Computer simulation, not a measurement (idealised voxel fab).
Process module name: voxel self aligned vias
For reference, the cross-section in this document is cut, with width 225 nm and square cells of 5 nm.
Notation: cross-section as square-cell grid; stated in bands, top first, going down; one or more cell rows per band. Read a band's entry like this: the first values are the height of its top and the height of its bottom in nm, and what follows is the sequence of materials from left to right, each with its width in nm. Note that "empty" is empty space, and that a single material marked "edge to edge" reaches across the band from edge to edge. Note: height 0 marks the level under which the wafer is uniformly one material as received. Lowest band unbounded below, written "z 0 and below". A width such as "30..40" changes by the same amount from each row of cells to the next, from the band's top row to its bottom row. For the purposes of this document, the phrase "everything unchanged" attached to a step denotes that no cell within the cross-section was modified by that step. "Tabulated closed voids": sealed empty spaces, 8 cells or more, no open way to top, listed width x height at distance, with distance from the left edge and width, height and distance in nm. after a step's settings: what the simulator itself notes on the step. Each step line may optionally specify "overlay nm", which for a step with a mask gives the rightward distance between the mask's planned place and where it lay, a negative value indicating the leftward direction.
Listed below are the process steps as planned
1. RECEIVE with material Si
2. CONFORMAL_DEP with material SiO2, thk nm 15
3. CONFORMAL_DEP with material SiCN, thk nm 5
4. DIRECTIONAL_DEP with material SiO2, thk nm 25
5. DIRECTIONAL_DEP with material aC, thk nm 10
6. PATTERN with tone open, mask id LINES, material resist, width nm 30, pitch nm 55, thk nm 25, overlay nm 0
7. DIRECTIONAL_ETCH with etch materials aC, depth nm 10
8. STRIP with etch materials resist
9. DIRECTIONAL_ETCH with etch materials SiO2, depth nm 25
10. STRIP with etch materials aC
11. CONFORMAL_DEP with material TiN, thk nm 5
12. FILL_DEP with material Ru, thk nm 10
13. CMP with height nm 45
14. SELECTIVE_ETCH with etch materials W Ru TiN, depth nm 10
15. FILL_DEP with material SiN, thk nm 10
16. CMP with height nm 45
17. DIRECTIONAL_DEP with material SiO2, thk nm 15
18. DIRECTIONAL_DEP with material aC, thk nm 15
19. PATTERN with tone open, mask id VIAS, material resist, width nm 40, thk nm 35, overlay nm 0
20. DIRECTIONAL_ETCH with etch materials aC, depth nm 15
21. STRIP with etch materials resist
22. DIRECTIONAL_ETCH with etch materials SiO2, depth nm 15
23. DIRECTIONAL_ETCH with etch materials SiN, depth nm 10
24. STRIP with etch materials aC
25. CONFORMAL_DEP with material TiN, thk nm 5
26. FILL_DEP with material Ru, thk nm 10
27. CMP with height nm 60
28. CONFORMAL_DEP with material SiN, thk nm 5
First wafer out of two, processed as planned
As-received wafer cross-section (after step 1)
> z 0 and below: Si edge to edge
> Tabulated closed voids: none
Cross-sectional representation of the wafer at the conclusion of step 2
> z 15 to 0: SiO2 edge to edge
> Lower than 0, everything is as it was.
Cross-sectional representation of the wafer at the conclusion of step 3
> z 20 to 15: SiCN edge to edge
> Lower than 15, everything is as it was.
Cross-sectional representation of the wafer at the conclusion of step 4
> z 45 to 20: SiO2 edge to edge
> Lower than 20, everything is as it was.
Cross-sectional representation of the wafer at the conclusion of step 5
> z 55 to 45: aC edge to edge
> Lower than 45, everything is as it was.
Cross-sectional representation of the wafer at the conclusion of step 6
> z 80 to 55: 70 resist / 30 empty / 25 resist / 30 empty / 70 resist
> Lower than 55, everything is as it was.
Cross-sectional representation of the wafer at the conclusion of step 7
> z 70 to 55: 70 resist / 30 empty / 25 resist / 30 empty / 70 resist
> z 55 to 45: 70 aC / 30 empty / 25 aC / 30 empty / 70 aC
> Lower than 45, everything is as it was.
Cross-sectional representation of the wafer at the conclusion of step 8
> z 55 to 45: 70 aC / 30 empty / 25 aC / 30 empty / 70 aC
> Lower than 45, everything is as it was.
Cross-sectional representation of the wafer at the conclusion of step 9
> z 55 to 45: 70 aC / 30 empty / 25 aC / 30 empty / 70 aC
> z 45 to 20: 70 SiO2 / 30 empty / 25 SiO2 / 30 empty / 70 SiO2
> Lower than 20, everything is as it was.
Cross-sectional representation of the wafer at the conclusion of step 10
> z 45 to 20: 70 SiO2 / 30 empty / 25 SiO2 / 30 empty / 70 SiO2
> Lower than 20, everything is as it was.
Cross-sectional representation of the wafer at the conclusion of step 11
> z 50 to 45: 75 TiN / 20 empty / 35 TiN / 20 empty / 75 TiN
> z 45 to 25: 70 SiO2 / 5 TiN / 20 empty / 5 TiN / 25 SiO2 / 5 TiN / 20 empty / 5 TiN / 70 SiO2
> z 25 to 20: 70 SiO2 / 30 TiN / 25 SiO2 / 30 TiN / 70 SiO2
> Lower than 20, everything is as it was.
Cross-sectional representation of the wafer at the conclusion of step 12
> z 60 to 50: Ru edge to edge
> z 50 to 45: 75 TiN / 20 Ru / 35 TiN / 20 Ru / 75 TiN
> z 45 to 25: 70 SiO2 / 5 TiN / 20 Ru / 5 TiN / 25 SiO2 / 5 TiN / 20 Ru / 5 TiN / 70 SiO2
> Lower than 25, everything is as it was.
Cross-sectional representation of the wafer at the conclusion of step 13
> z 45 to 25: 70 SiO2 / 5 TiN / 20 Ru / 5 TiN / 25 SiO2 / 5 TiN / 20 Ru / 5 TiN / 70 SiO2
> Lower than 25, everything is as it was.
Cross-sectional representation of the wafer at the conclusion of step 14
> z 45 to 35: 70 SiO2 / 30 empty / 25 SiO2 / 30 empty / 70 SiO2
> Lower than 35, everything is as it was.
Cross-sectional representation of the wafer at the conclusion of step 15
> z 55 to 45: SiN edge to edge
> z 45 to 35: 70 SiO2 / 30 SiN / 25 SiO2 / 30 SiN / 70 SiO2
> Lower than 35, everything is as it was.
Cross-sectional representation of the wafer at the conclusion of step 16
> z 45 to 35: 70 SiO2 / 30 SiN / 25 SiO2 / 30 SiN / 70 SiO2
> Lower than 35, everything is as it was.
Cross-sectional representation of the wafer at the conclusion of step 17
> z 60 to 45: SiO2 edge to edge
> Lower than 45, everything is as it was.
Cross-sectional representation of the wafer at the conclusion of step 18
> z 75 to 60: aC edge to edge
> Lower than 60, everything is as it was.
Cross-sectional representation of the wafer at the conclusion of step 19
> z 110 to 75: 65 resist / 40 empty / 120 resist
> Lower than 75, everything is as it was.
Cross-sectional representation of the wafer at the conclusion of step 20
> z 95 to 75: 65 resist / 40 empty / 120 resist
> z 75 to 60: 65 aC / 40 empty / 120 aC
> Lower than 60, everything is as it was.
Cross-sectional representation of the wafer at the conclusion of step 21
> z 75 to 60: 65 aC / 40 empty / 120 aC
> Lower than 60, everything is as it was.
Cross-sectional representation of the wafer at the conclusion of step 22
> z 75 to 60: 65 aC / 40 empty / 120 aC
> z 60 to 45: 65 SiO2 / 40 empty / 120 SiO2
> Lower than 45, everything is as it was.
Cross-sectional representation of the wafer at the conclusion of step 23
> z 75 to 60: 65 aC / 40 empty / 120 aC
> z 60 to 45: 65 SiO2 / 40 empty / 120 SiO2
> z 45 to 35: 70 SiO2 / 30 empty / 25 SiO2 / 30 SiN / 70 SiO2
> Lower than 35, everything is as it was.
Cross-sectional representation of the wafer at the conclusion of step 24
> z 60 to 45: 65 SiO2 / 40 empty / 120 SiO2
> Lower than 45, everything is as it was.
Cross-sectional representation of the wafer at the conclusion of step 25
> z 65 to 60: 70 TiN / 30 empty / 125 TiN
> z 60 to 50: 65 SiO2 / 5 TiN / 30 empty / 5 TiN / 120 SiO2
> z 50 to 45: 65 SiO2 / 10 TiN / 20 empty / 10 TiN / 120 SiO2
> z 45 to 40: 70 SiO2 / 5 TiN / 20 empty / 5 TiN / 25 SiO2 / 30 SiN / 70 SiO2
> z 40 to 35: 70 SiO2 / 30 TiN / 25 SiO2 / 30 SiN / 70 SiO2
> Lower than 35, everything is as it was.
Cross-sectional representation of the wafer at the conclusion of step 26
> z 75 to 65: Ru edge to edge
> z 65 to 60: 70 TiN / 30 Ru / 125 TiN
> z 60 to 50: 65 SiO2 / 5 TiN / 30 Ru / 5 TiN / 120 SiO2
> z 50 to 45: 65 SiO2 / 10 TiN / 20 Ru / 10 TiN / 120 SiO2
> z 45 to 40: 70 SiO2 / 5 TiN / 20 Ru / 5 TiN / 25 SiO2 / 30 SiN / 70 SiO2
> Lower than 40, everything is as it was.
Cross-sectional representation of the wafer at the conclusion of step 27
> z 60 to 50: 65 SiO2 / 5 TiN / 30 Ru / 5 TiN / 120 SiO2
> Lower than 50, everything is as it was.
Cross-sectional representation of the wafer at the conclusion of step 28
> z 65 to 60: SiN edge to edge
> Lower than 60, everything is as it was.
Second wafer. Start and plan as for the first. One mistake made in running. Agrees with the first up to and including step 2
Cross-section of the second wafer when, according to plan, step 3 should have finished: everything unchanged
Cross-section of the second wafer when, according to plan, step 4 should have finished
> z 40 to 0: SiO2 edge to edge
> Lower than 0, everything is as it was.
Cross-section of the second wafer when, according to plan, step 5 should have finished
> z 50 to 40: aC edge to edge
> Lower than 40, everything is as it was.
Cross-section of the second wafer when, according to plan, step 6 should have finished
> z 75 to 50: 70 resist / 30 empty / 25 resist / 30 empty / 70 resist
> Lower than 50, everything is as it was.
Cross-section of the second wafer when, according to plan, step 7 should have finished
> z 65 to 50: 70 resist / 30 empty / 25 resist / 30 empty / 70 resist
> z 50 to 40: 70 aC / 30 empty / 25 aC / 30 empty / 70 aC
> Lower than 40, everything is as it was.
Cross-section of the second wafer when, according to plan, step 8 should have finished
> z 50 to 40: 70 aC / 30 empty / 25 aC / 30 empty / 70 aC
> Lower than 40, everything is as it was.
Cross-section of the second wafer when, according to plan, step 9 should have finished
> z 50 to 40: 70 aC / 30 empty / 25 aC / 30 empty / 70 aC
> z 40 to 15: 70 SiO2 / 30 empty / 25 SiO2 / 30 empty / 70 SiO2
> Lower than 15, everything is as it was.
Cross-section of the second wafer when, according to plan, step 10 should have finished
> z 40 to 15: 70 SiO2 / 30 empty / 25 SiO2 / 30 empty / 70 SiO2
> Lower than 15, everything is as it was.
Cross-section of the second wafer when, according to plan, step 11 should have finished
> z 45 to 40: 75 TiN / 20 empty / 35 TiN / 20 empty / 75 TiN
> z 40 to 20: 70 SiO2 / 5 TiN / 20 empty / 5 TiN / 25 SiO2 / 5 TiN / 20 empty / 5 TiN / 70 SiO2
> z 20 to 15: 70 SiO2 / 30 TiN / 25 SiO2 / 30 TiN / 70 SiO2
> Lower than 15, everything is as it was.
Cross-section of the second wafer when, according to plan, step 12 should have finished
> z 55 to 45: Ru edge to edge
> z 45 to 40: 75 TiN / 20 Ru / 35 TiN / 20 Ru / 75 TiN
> z 40 to 20: 70 SiO2 / 5 TiN / 20 Ru / 5 TiN / 25 SiO2 / 5 TiN / 20 Ru / 5 TiN / 70 SiO2
> Lower than 20, everything is as it was.
Cross-section of the second wafer when, according to plan, step 13 should have finished
> z 45 to 40: 75 TiN / 20 Ru / 35 TiN / 20 Ru / 75 TiN
> Lower than 40, everything is as it was.
Cross-section of the second wafer when, according to plan, step 14 should have finished
> z 40 to 35: 70 SiO2 / 30 empty / 25 SiO2 / 30 empty / 70 SiO2
> Lower than 35, everything is as it was.
Cross-section of the second wafer when, according to plan, step 15 should have finished
> z 50 to 40: SiN edge to edge
> z 40 to 35: 70 SiO2 / 30 SiN / 25 SiO2 / 30 SiN / 70 SiO2
> Lower than 35, everything is as it was.
Cross-section of the second wafer when, according to plan, step 16 should have finished
> z 45 to 40: SiN edge to edge
> Lower than 40, everything is as it was.
Cross-section of the second wafer when, according to plan, step 17 should have finished
> z 60 to 45: SiO2 edge to edge
> Lower than 45, everything is as it was.
Cross-section of the second wafer when, according to plan, step 18 should have finished
> z 75 to 60: aC edge to edge
> Lower than 60, everything is as it was.
Cross-section of the second wafer when, according to plan, step 19 should have finished
> z 110 to 75: 65 resist / 40 empty / 120 resist
> Lower than 75, everything is as it was.
Cross-section of the second wafer when, according to plan, step 20 should have finished
> z 95 to 75: 65 resist / 40 empty / 120 resist
> z 75 to 60: 65 aC / 40 empty / 120 aC
> Lower than 60, everything is as it was.
Cross-section of the second wafer when, according to plan, step 21 should have finished
> z 75 to 60: 65 aC / 40 empty / 120 aC
> Lower than 60, everything is as it was.
Cross-section of the second wafer when, according to plan, step 22 should have finished
> z 75 to 60: 65 aC / 40 empty / 120 aC
> z 60 to 45: 65 SiO2 / 40 empty / 120 SiO2
> Lower than 45, everything is as it was.
Cross-section of the second wafer when, according to plan, step 23 should have finished
> z 75 to 60: 65 aC / 40 empty / 120 aC
> z 60 to 45: 65 SiO2 / 40 empty / 120 SiO2
> z 45 to 40: 65 SiN / 40 empty / 120 SiN
> z 40 to 35: 70 SiO2 / 30 empty / 25 SiO2 / 30 SiN / 70 SiO2
> Lower than 35, everything is as it was.
Cross-section of the second wafer when, according to plan, step 24 should have finished
> z 60 to 45: 65 SiO2 / 40 empty / 120 SiO2
> Lower than 45, everything is as it was.
Cross-section of the second wafer when, according to plan, step 25 should have finished
> z 65 to 60: 70 TiN / 30 empty / 125 TiN
> z 60 to 45: 65 SiO2 / 5 TiN / 30 empty / 5 TiN / 120 SiO2
> z 45 to 40: 65 SiN / 10 TiN / 20 empty / 10 TiN / 120 SiN
> z 40 to 35: 70 SiO2 / 30 TiN / 25 SiO2 / 30 SiN / 70 SiO2
> Lower than 35, everything is as it was.
Cross-section of the second wafer when, according to plan, step 26 should have finished
> z 75 to 65: Ru edge to edge
> z 65 to 60: 70 TiN / 30 Ru / 125 TiN
> z 60 to 45: 65 SiO2 / 5 TiN / 30 Ru / 5 TiN / 120 SiO2
> z 45 to 40: 65 SiN / 10 TiN / 20 Ru / 10 TiN / 120 SiN
> Lower than 40, everything is as it was.
Cross-section of the second wafer when, according to plan, step 27 should have finished
> z 60 to 45: 65 SiO2 / 5 TiN / 30 Ru / 5 TiN / 120 SiO2
> Lower than 45, everything is as it was.
Cross-section of the second wafer when, according to plan, step 28 should have finished
> z 65 to 60: SiN edge to edge
> Lower than 60, everything is as it was.
What broke from the plan during processing? skipped: plan step 3 (never run)
Counted in cells at the end, the second wafer holds more or fewer of these materials than the first: 10 more of Ru, 45 fewer of SiCN, 31 more of SiN, 4 more of TiN
